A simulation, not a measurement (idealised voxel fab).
The name of this process module is voxel transistor to metal.
It is cross-section cut that appears here, measuring 205 nm in width, its square cells being 5 nm in size.
Cross-section = grid of square cells, listed top down in bands; band = one or more rows.
Per band: top height and bottom height in nm, followed by the left-to-right materials and their widths in nm; "throughout" marks a single material spanning edge to edge, "air" marks empty space.
We count height from 0. Below that, the starting wafer is all one material. The lowest band never ends at the bottom but goes on down; see "0..down" for how that is written.
The expression "30->40" gives the width at the extremes of the band, the first number at its top row of cells and the second at its bottom row, with the width changing by equal amounts from each row to the next in between.
When a step is marked "identical to before", none of the cells in the cross-section changed during that step.
"Closed cavities": empty spaces of 8 cells or more with no open way to the top, each given as width x height at distance, distance from the left edge, all in nm.
Heads up: the bit after the settings on a step's line is the simulator's remark on that step.
A step's line can hold "overlay nm"; with a mask on that step, the setting says how far right of the planned place the mask lay, while a negative setting says it lay to the left.

So here's the lineup of process steps we planned
1) op RECEIVE | material Si
2) op CONFORMAL_DEP | material SiO2 | thk nm 5
3) op CONFORMAL_DEP | material SiN | thk nm 15
4) op MASKED_ETCH | tone cover | mask id ACTIVE | width nm 115 | etch materials SiN | depth nm 15 | overlay nm 0
5) op MASKED_ETCH | tone cover | mask id ACTIVE | width nm 115 | etch materials SiO2 | depth nm 5 | overlay nm 0
6) op MASKED_ETCH | tone cover | mask id ACTIVE | width nm 115 | etch materials Si | depth nm 30 | overlay nm 0
7) op OXIDIZE | depth nm 5
8) op FILL_DEP | material SiO2 | thk nm 15
9) op CMP | height nm 20
10) op SELECTIVE_ETCH | etch materials SiO2 | depth nm 5
11) op STRIP | etch materials SiN
12) op SELECTIVE_ETCH | etch materials SiO2 | depth nm 5
13) op OXIDIZE | depth nm 5
14) op DIRECTIONAL_DEP | material polySi | thk nm 30
15) op DIRECTIONAL_DEP | material SiCN | thk nm 10
16) op MASKED_ETCH | tone cover | mask id GATE | width nm 25 | etch materials SiCN | depth nm 20 | overlay nm 0
17) op MASKED_ETCH | tone cover | mask id GATE | width nm 25 | etch materials polySi | depth nm 40 | overlay nm 0
18) op CONFORMAL_DEP | material SiN | thk nm 10
19) op DIRECTIONAL_ETCH | etch materials SiN | depth nm 10
20) op DIRECTIONAL_ETCH | etch materials SiO2 | depth nm 5
21) op DIRECTIONAL_ETCH | etch materials Si | depth nm 5
22) op EPI | material SiGe | thk nm 5
23) op FILL_DEP | material SiO2 | thk nm 5
24) op CMP | height nm 40
25) op DIRECTIONAL_DEP | material SiO2 | thk nm 15
26) op DIRECTIONAL_DEP | material aC | thk nm 10
27) op PATTERN | tone open | mask id CONTACT | material resist | width nm 20 | pitch nm 85 | thk nm 30 | overlay nm 0
28) op DIRECTIONAL_ETCH | etch materials aC | depth nm 10
29) op STRIP | etch materials resist
30) op DIRECTIONAL_ETCH | etch materials SiO2 | depth nm 60
31) op STRIP | etch materials aC
32) op CONFORMAL_DEP | material TiN | thk nm 5
33) op FILL_DEP | material W | thk nm 5
34) op CMP | height nm 55
35) op DIRECTIONAL_DEP | material TiN | thk nm 5
36) op DIRECTIONAL_DEP | material W | thk nm 25
37) op MASKED_ETCH | tone cover | mask id METAL_1 | width nm 20 | pitch nm 85 | etch materials W | depth nm 25 | overlay nm 0
38) op MASKED_ETCH | tone cover | mask id METAL_1 | width nm 20 | pitch nm 85 | etch materials TiN | depth nm 5 | overlay nm 0
39) op FILL_DEP | material lowk | thk nm 10
40) op CMP | height nm 85
41) op CONFORMAL_DEP | material SiCN | thk nm 5
42) op DIRECTIONAL_DEP | material SiO2 | thk nm 25
43) op DIRECTIONAL_DEP | material aC | thk nm 15
44) op PATTERN | tone open | mask id METAL_2 | material resist | width nm 20 | pitch nm 85 | thk nm 30 | overlay nm 0
45) op DIRECTIONAL_ETCH | etch materials aC | depth nm 15
46) op STRIP | etch materials resist
47) op DIRECTIONAL_ETCH | etch materials SiO2 | depth nm 15
48) op STRIP | etch materials aC
49) op DIRECTIONAL_DEP | material aC | thk nm 15
50) op PATTERN | tone open | mask id METAL_2_HOLES | material resist | width nm 15 | pitch nm 85 | thk nm 30 | overlay nm 0
51) op DIRECTIONAL_ETCH | etch materials aC | depth nm 15
52) op STRIP | etch materials resist
53) op DIRECTIONAL_ETCH | etch materials SiO2 | depth nm 10
54) op DIRECTIONAL_ETCH | etch materials SiCN | depth nm 5
55) op STRIP | etch materials aC
56) op CONFORMAL_DEP | material TiN | thk nm 5
57) op FILL_DEP | material Ru | thk nm 10
58) op CMP | height nm 115
59) op CONFORMAL_DEP | material SiCN | thk nm 5

As received, after step 1
- 0..down  Si throughout
- Closed cavities: none

End-of-module XS, first of two wafers, run as planned
- 120..115  SiCN throughout
- 115..105  SiO2 (50)  TiN (5)  Ru (10)  TiN (5)  SiO2 (65)  TiN (5)  Ru (10)  TiN (5)  SiO2 (50)
- 105..100  SiO2 (50)  TiN (5)  Ru (5)  TiN (10)  SiO2 (65)  TiN (5)  Ru (5)  TiN (10)  SiO2 (50)
- 100..90  SiO2 (50)  TiN (5)  Ru (5)  TiN (5)  SiO2 (70)  TiN (5)  Ru (5)  TiN (5)  SiO2 (55)
- 90..85  SiCN (50)  TiN (15)  SiCN (70)  TiN (15)  SiCN (55)
- 85..60  lowk (50)  W (20)  lowk (65)  W (20)  lowk (50)
- 60..55  lowk (50)  TiN (20)  lowk (65)  TiN (20)  lowk (50)
- 55..40  SiO2 (50)  TiN (5)  W (10)  TiN (5)  SiO2 (65)  TiN (5)  W (10)  TiN (5)  SiO2 (50)
- 40..30  SiO2 (50)  TiN (5)  W (10)  TiN (5)  SiO2 (10)  SiN (10)  SiCN (25)  SiN (10)  SiO2 (10)  TiN (5)  W (10)  TiN (5)  SiO2 (50)
- 30..10  SiO2 (50)  TiN (5)  W (10)  TiN (5)  SiO2 (10)  SiN (10)  polySi (25)  SiN (10)  SiO2 (10)  TiN (5)  W (10)  TiN (5)  SiO2 (50)
- 10..0  SiO2 (40)  SiN (10)  TiN (5)  W (10)  TiN (5)  SiO2 (10)  SiN (10)  polySi (25)  SiN (10)  SiO2 (10)  TiN (5)  W (10)  TiN (5)  SiN (10)  SiO2 (40)
- 0..-5  SiO2 (50)  TiN (20)  SiO2 (5)  SiGe (5)  SiO2 (45)  SiGe (5)  SiO2 (5)  TiN (20)  SiO2 (50)
- -5..-10  SiO2 (50)  SiGe (30)  Si (45)  SiGe (30)  SiO2 (50)
- -10..-35  SiO2 (50)  Si (105)  SiO2 (50)
- -35..down  Si throughout
- Closed cavities: none

Cross-sectional view: second of two wafers, end of module; start and plan identical to the first, one mistake in running
- 120..115  SiCN throughout
- 115..105  SiO2 (50)  TiN (5)  Ru (10)  TiN (5)  SiO2 (65)  TiN (5)  Ru (10)  TiN (5)  SiO2 (50)
- 105..95  SiO2 (50)  TiN (5)  Ru (5)  TiN (10->5)  SiO2 (65->70)  TiN (5)  Ru (5)  TiN (10->5)  SiO2 (50->55)
- 95..90  SiO2 (50)  TiN (15)  SiO2 (70)  TiN (15)  SiO2 (55)
- 90..85  SiN throughout
- 85..60  lowk (50)  W (20)  lowk (65)  W (20)  lowk (50)
- 60..55  lowk (50)  TiN (20)  lowk (65)  TiN (20)  lowk (50)
- 55..40  SiO2 (50)  TiN (5)  W (10)  TiN (5)  SiO2 (65)  TiN (5)  W (10)  TiN (5)  SiO2 (50)
- 40..30  SiO2 (50)  TiN (5)  W (10)  TiN (5)  SiO2 (10)  SiN (10)  SiCN (25)  SiN (10)  SiO2 (10)  TiN (5)  W (10)  TiN (5)  SiO2 (50)
- 30..10  SiO2 (50)  TiN (5)  W (10)  TiN (5)  SiO2 (10)  SiN (10)  polySi (25)  SiN (10)  SiO2 (10)  TiN (5)  W (10)  TiN (5)  SiO2 (50)
- 10..0  SiO2 (40)  SiN (10)  TiN (5)  W (10)  TiN (5)  SiO2 (10)  SiN (10)  polySi (25)  SiN (10)  SiO2 (10)  TiN (5)  W (10)  TiN (5)  SiN (10)  SiO2 (40)
- 0..-5  SiO2 (50)  TiN (20)  SiO2 (5)  SiGe (5)  SiO2 (45)  SiGe (5)  SiO2 (5)  TiN (20)  SiO2 (50)
- -5..-10  SiO2 (50)  SiGe (30)  Si (45)  SiGe (30)  SiO2 (50)
- -10..-35  SiO2 (50)  Si (105)  SiO2 (50)
- -35..down  Si throughout
- Closed cavities: none
Error vs. plan: step 41 went in with a setting other than planned; the actual run was op CONFORMAL_DEP | material SiN | thk nm 5
Wafer comparison, final, in cells, second relative to first, materials more or fewer: Ru: 2 fewer; SiCN: 35 fewer; SiN: 41 more; TiN: 4 fewer
